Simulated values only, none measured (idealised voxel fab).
The following process module bears the name voxel plated lines.
220 nm wide, 5 nm square cells: that's cross-section cut.
A cross-section is written here as square cells arranged in a grid, and it is given in bands from the top down, each band taking up one or more rows of cells. The entry gives the band's vertical extent as a top height and a bottom height in nm, then its horizontal make-up as materials from left to right, each with a width in nm. "air" stands for empty space; a single material marked "throughout" fills the band edge to edge. The level at which height equals 0 is the one under which the wafer, as it arrives, is entirely one material. No lower edge exists for the bottom band, which continues downward and is notated as in "0..down". Quick explanation for "30 to 40": the width changes in equal steps down the rows of cells, from the first number in the band's top row to the second number in its bottom row. When a step is marked "no alteration", none of the cells in the cross-section changed during that step. This entry, "Fully closed voids", enumerates those empty regions of no fewer than 8 cells that possess no open connection to the top. Each region is reported in the form width x height at distance, the distance being taken from the left edge, with all three quantities expressed in nm. It should be noted that, on the line of a given step, the content following the step's settings is a remark produced by the simulator itself with respect to that step. overlay nm, on a step with a mask: how far to the right of its planned place the mask lay; to the left if negative.

Process steps foreseen in the plan:
1,RECEIVE (material Si)
2,CONFORMAL_DEP (material Al2O3; thk nm 15)
3,DIRECTIONAL_DEP (material TiN; thk nm 5)
4,PATTERN (tone open; mask id LINES; material resist; width nm 15; pitch nm 30; thk nm 40; overlay nm 0)
5,EPI (material Ru; thk nm 5)
6,EPI (material Ru; thk nm 10)
7,EPI (material Ru; thk nm 5)
8,STRIP (etch materials resist)
9,DIRECTIONAL_ETCH (etch materials TiN; depth nm 5)
10,CONFORMAL_DEP (material SiCN; thk nm 5)

as received, after step 1:
- 0..down  Si throughout
- Fully closed voids: none

Here's the wafer cut in cross-section after the module, started and planned just like above, except one thing was done wrong in the run:
- 35..30  air 65 | SiCN 25 | air 5 | SiCN 25 | air 5 | SiCN 25 | air 70
- 30..20  air 65 | SiCN 5 | Ru 15 | SiCN 5 | air 5 | SiCN 5 | Ru 15 | SiCN 5 | air 5 | SiCN 5 | Ru 15 | SiCN 5 | air 70
- 20..15  SiCN 70 | TiN 15 | SiCN 15 | TiN 15 | SiCN 15 | TiN 15 | SiCN 75
- 15..0  Al2O3 throughout
- 0..down  Si throughout
- Fully closed voids: none
It is concluded that the wafer was processed incorrectly with respect to the plan, in that step 6 was left out
